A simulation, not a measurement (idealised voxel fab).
Process module in this document: voxel self aligned vias
The cross-section on display is named cut; it measures 290 nm wide, and its cells are 5 nm squares.
A cross-section in this document is a grid of square cells, and it is written down as bands, the top band listed before the ones below it; a band is made up of one or more rows of cells.
First you get the band's top height and its bottom height, in nm, and then the materials it's made of, left to right, with each width in nm. If you see a single material with "throughout", that one covers the band edge to edge. "air" is empty space.
We count height from 0. Below that, the starting wafer is all one material. The lowest band never ends at the bottom but goes on down; see "0 -> down" for how that is written.
Per-row width for "30..40": begins at first number (top row of band), ends at second number (bottom row), increment between rows held constant.
For the purposes of this document, the phrase "nothing different" attached to a step denotes that no cell within the cross-section was modified by that step.
Look at "Non-vented voids" for the closed voids: empty spaces with no open path to the top, sized 8 cells or up. Each is width x height at distance, distance from the left edge, all nm.
Where a step's line continues beyond its settings, the continuation is a remark by the simulator itself on that step.
A step's line can hold "overlay nm"; with a mask on that step, the setting says how far right of the planned place the mask lay, while a negative setting says it lay to the left.

[Below is the list of planned process steps]
1: RECEIVE (material Si)
2: CONFORMAL_DEP (material SiO2; thk nm 10)
3: CONFORMAL_DEP (material SiCN; thk nm 5)
4: DIRECTIONAL_DEP (material lowk; thk nm 20)
5: MASKED_ETCH (tone open; mask id LINES; width nm 25; pitch nm 65; etch materials lowk; depth nm 20; overlay nm 0)
6: CONFORMAL_DEP (material TiN; thk nm 5)
7: FILL_DEP (material Ru; thk nm 10)
8: CMP (height nm 35)
9: SELECTIVE_ETCH (etch materials W Ru TiN; depth nm 5)
10: FILL_DEP (material SiN; thk nm 10)
11: CMP (height nm 35)
12: DIRECTIONAL_DEP (material lowk; thk nm 15)
13: DIRECTIONAL_DEP (material aC; thk nm 10)
14: PATTERN (tone open; mask id VIAS; material resist; width nm 35; pitch nm 65; thk nm 25; overlay nm 0)
15: DIRECTIONAL_ETCH (etch materials aC; depth nm 10)
16: STRIP (etch materials resist)
17: DIRECTIONAL_ETCH (etch materials lowk; depth nm 15)
18: DIRECTIONAL_ETCH (etch materials SiN; depth nm 5)
19: STRIP (etch materials aC)
20: CONFORMAL_DEP (material TiN; thk nm 5)
21: FILL_DEP (material Ru; thk nm 5)
22: CMP (height nm 50)
23: CONFORMAL_DEP (material SiCN; thk nm 5)
Same starting wafers, different width nm at step 14. Plan value belongs to the first wafer.

[First of several wafers (as received, post step 1), cross-sectional view]
	0 -> down: Si throughout
	Non-vented voids: none

[Below, a row for every wafer. Read it as the end-of-module picture: for each material the wafer shows its cells gained (+) or lost (-) since it was received, and then its closed voids]
width nm 35, +38 Ru, +116 SiCN, +116 SiO2, +44 TiN, +324 lowk, Non-vented voids: none
width nm 40, +42 Ru, +116 SiCN, +116 SiO2, +46 TiN, +318 lowk, Non-vented voids: none
width nm 45, +46 Ru, +116 SiCN, +116 SiO2, +48 TiN, +312 lowk, Non-vented voids: none
width nm 50, +50 Ru, +116 SiCN, +116 SiO2, +50 TiN, +306 lowk, Non-vented voids: none
